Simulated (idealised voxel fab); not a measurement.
A process module follows: voxel transistor to metal.
Section cut is 295 nm wide and gridded with 5 nm square cells.
Just so we're on the same page, the cross-sections are grids of square cells, and they're listed out in bands top to bottom, each band one or more rows deep.
Band: top height; bottom height; in nm. Then, left to right: material with width in nm, for each material. "throughout": a single material spanning edge to edge. "empty": empty space.
Height 0 is the level under which the wafer as received is all one material. The lowest band goes on downwards, as in "z 0 and below".
Note: "30 to 40" means the width goes from the first number (top row of the band) to the second number (bottom row) in equal steps per row of cells.
Any step labelled "no change" changed none of the cells in the cross-section.
Catalogued sealed voids: empty space of 8 cells or more with no open way to the top, each as width x height at its distance from the left edge, in nm
Note: text after step settings on the step line = simulator remark on that step.
Regarding "overlay nm": on a step with a mask, it is the distance the mask lay to the right of its planned place; a negative value places it to the left.
# These are the steps we planned for the process
1: RECEIVE,material Si
2: CONFORMAL_DEP,material SiO2,thk nm 5
3: CONFORMAL_DEP,material SiN,thk nm 10
4: MASKED_ETCH,tone cover,mask id ACTIVE,width nm 115,pitch nm 135,etch materials SiN,depth nm 10,overlay nm 0
5: MASKED_ETCH,tone cover,mask id ACTIVE,width nm 115,pitch nm 135,etch materials SiO2,depth nm 5,overlay nm 0
6: MASKED_ETCH,tone cover,mask id ACTIVE,width nm 115,pitch nm 135,etch materials Si,depth nm 20,overlay nm 0
7: FILL_DEP,material SiO2,thk nm 15
8: CMP,height nm 15
9: SELECTIVE_ETCH,etch materials SiO2,depth nm 10
10: STRIP,etch materials SiN
11: SELECTIVE_ETCH,etch materials SiO2,depth nm 5
12: OXIDIZE,depth nm 5
13: DIRECTIONAL_DEP,material polySi,thk nm 30
14: DIRECTIONAL_DEP,material SiCN,thk nm 15
15: DIRECTIONAL_DEP,material aC,thk nm 15
16: PATTERN,tone cover,mask id GATE,material resist,width nm 25,pitch nm 135,thk nm 35,overlay nm 0
17: DIRECTIONAL_ETCH,etch materials aC,depth nm 15
18: STRIP,etch materials resist
19: DIRECTIONAL_ETCH,etch materials SiCN,depth nm 25
20: DIRECTIONAL_ETCH,etch materials polySi,depth nm 40
21: STRIP,etch materials aC
22: CONFORMAL_DEP,material SiO2,thk nm 5
23: DIRECTIONAL_ETCH,etch materials SiO2,depth nm 5
24: CONFORMAL_DEP,material SiN,thk nm 10
25: DIRECTIONAL_ETCH,etch materials SiN,depth nm 10
26: DIRECTIONAL_ETCH,etch materials SiO2,depth nm 5
27: DIRECTIONAL_ETCH,etch materials Si,depth nm 10
28: EPI,material SiGe,thk nm 10
29: FILL_DEP,material SiO2,thk nm 5
30: CMP,height nm 30
31: STRIP,etch materials polySi
32: SELECTIVE_ETCH,etch materials SiO2,depth nm 5
33: CONFORMAL_DEP,material HfO2,thk nm 5
34: CONFORMAL_DEP,material TiN,thk nm 5
35: FILL_DEP,material W,thk nm 10
36: CMP,height nm 25
37: DIRECTIONAL_DEP,material SiO2,thk nm 10
38: MASKED_ETCH,tone open,mask id CONTACT,width nm 20,etch materials SiO2,depth nm 40,overlay nm 0
39: CONFORMAL_DEP,material TiN,thk nm 5
40: FILL_DEP,material W,thk nm 5
41: CMP,height nm 35
42: CONFORMAL_DEP,material SiN,thk nm 5
43: DIRECTIONAL_DEP,material lowk,thk nm 15
44: MASKED_ETCH,tone open,mask id METAL_1,width nm 20,etch materials lowk,depth nm 15,overlay nm 0
45: MASKED_ETCH,tone open,mask id METAL_1,width nm 20,etch materials SiN,depth nm 5,overlay nm 0
46: CONFORMAL_DEP,material TiN,thk nm 5
47: FILL_DEP,material Cu,thk nm 10
48: CMP,height nm 55
49: CONFORMAL_DEP,material SiCN,thk nm 5
50: DIRECTIONAL_DEP,material lowk,thk nm 30
51: DIRECTIONAL_DEP,material aC,thk nm 10
52: PATTERN,tone open,mask id METAL_2_HOLES,material resist,width nm 15,pitch nm 135,thk nm 30,overlay nm 0
53: DIRECTIONAL_ETCH,etch materials aC,depth nm 10
54: STRIP,etch materials resist
55: DIRECTIONAL_ETCH,etch materials lowk,depth nm 30
56: STRIP,etch materials aC
57: PATTERN,tone open,mask id METAL_2,material resist,width nm 20,pitch nm 135,thk nm 15,overlay nm 0
58: DIRECTIONAL_ETCH,etch materials lowk,depth nm 15
59: DIRECTIONAL_ETCH,etch materials SiCN,depth nm 5
60: STRIP,etch materials resist
61: CONFORMAL_DEP,material TiN,thk nm 5
62: FILL_DEP,material Ru,thk nm 10
63: CMP,height nm 90
64: CONFORMAL_DEP,material SiCN,thk nm 5
# Here's what the wafer looked like in cross-section when it arrived - that's after step 1
    z 0 and below | Si throughout
    Catalogued sealed voids: none
# Final wafer profile in cross-section after the module, from the same start and plan as above, with one mistake made during processing
    z 95 to 90 | SiCN throughout
    z 90 to 80 | lowk (25)  TiN (5)  Ru (10)  TiN (5)  lowk (115)  TiN (5)  Ru (10)  TiN (5)  lowk (115)
    z 80 to 75 | lowk (25)  TiN (5)  Ru (5)  TiN (10)  lowk (115)  TiN (5)  Ru (5)  TiN (10)  lowk (115)
    z 75 to 65 | lowk (25)  TiN (5)  Ru (5)  TiN (5)  lowk (120)  TiN (5)  Ru (5)  TiN (5)  lowk (120)
    z 65 to 60 | lowk (25)  TiN (15)  lowk (120)  TiN (15)  lowk (120)
    z 60 to 55 | SiCN (30)  TiN (10)  SiCN (125)  TiN (10)  SiCN (120)
    z 55 to 40 | lowk (25)  TiN (5)  Cu (10)  TiN (5)  lowk (65)  TiN (5)  Cu (10)  TiN (5)  lowk (30)  TiN (5)  Cu (10)  TiN (5)  lowk (65)  TiN (5)  Cu (10)  TiN (5)  lowk (30)
    z 40 to 35 | SiN (25)  TiN (20)  SiN (65)  TiN (20)  SiN (30)  TiN (20)  SiN (65)  TiN (20)  SiN (30)
    z 35 to 25 | SiO2 (25)  TiN (5)  W (10)  TiN (5)  SiO2 (65)  TiN (5)  W (10)  TiN (5)  SiO2 (30)  TiN (5)  W (10)  TiN (5)  SiO2 (65)  TiN (5)  W (10)  TiN (5)  SiO2 (30)
    z 25 to 10 | SiO2 (25)  TiN (5)  W (10)  TiN (5)  SiO2 (5)  SiN (10)  HfO2 (5)  TiN (5)  W (15)  TiN (5)  HfO2 (5)  SiN (10)  SiO2 (5)  TiN (5)  W (10)  TiN (5)  SiO2 (30)  TiN (5)  W (10)  TiN (5)  SiO2 (5)  SiN (10)  HfO2 (5)  TiN (5)  W (15)  TiN (5)  HfO2 (5)  SiN (10)  SiO2 (5)  TiN (5)  W (10)  TiN (5)  SiO2 (30)
    z 10 to 5 | SiO2 (25)  TiN (5)  W (5)  TiN (10)  SiO2 (5)  SiN (10)  HfO2 (5)  TiN (5)  W (15)  TiN (5)  HfO2 (5)  SiN (10)  SiO2 (5)  TiN (10)  W (5)  TiN (5)  SiO2 (30)  TiN (5)  W (5)  TiN (10)  SiO2 (5)  SiN (10)  HfO2 (5)  TiN (5)  W (15)  TiN (5)  HfO2 (5)  SiN (10)  SiO2 (5)  TiN (10)  W (5)  TiN (5)  SiO2 (30)
    z 5 to 0 | SiO2 (25)  TiN (5)  W (5)  TiN (5)  SiGe (10)  SiN (10)  HfO2 (5)  TiN (25)  HfO2 (5)  SiN (10)  SiGe (10)  TiN (5)  W (5)  TiN (5)  SiO2 (30)  TiN (5)  W (5)  TiN (5)  SiGe (10)  SiN (10)  HfO2 (5)  TiN (25)  HfO2 (5)  SiN (10)  SiGe (10)  TiN (5)  W (5)  TiN (5)  SiO2 (30)
    z 0 to -5 | SiO2 (25)  TiN (15)  SiGe (10)  SiO2 (10)  HfO2 (35)  SiO2 (10)  SiGe (10)  TiN (15)  SiO2 (30)  TiN (15)  SiGe (10)  SiO2 (10)  HfO2 (35)  SiO2 (10)  SiGe (10)  TiN (15)  SiO2 (30)
    z -5 to -15 | SiO2 (20)  SiGe (30)  Si (55)  SiGe (30)  SiO2 (20)  SiGe (30)  Si (55)  SiGe (30)  SiO2 (25)
    z -15 to -20 | SiO2 (20)  Si (115)  SiO2 (20)  Si (115)  SiO2 (25)
    z -20 and below | Si throughout
    Catalogued sealed voids: none
Misprocessing identified: step 57 ran as: PATTERN,tone open,mask id METAL_2,material resist,width nm 15,pitch nm 135,thk nm 15,overlay nm 0
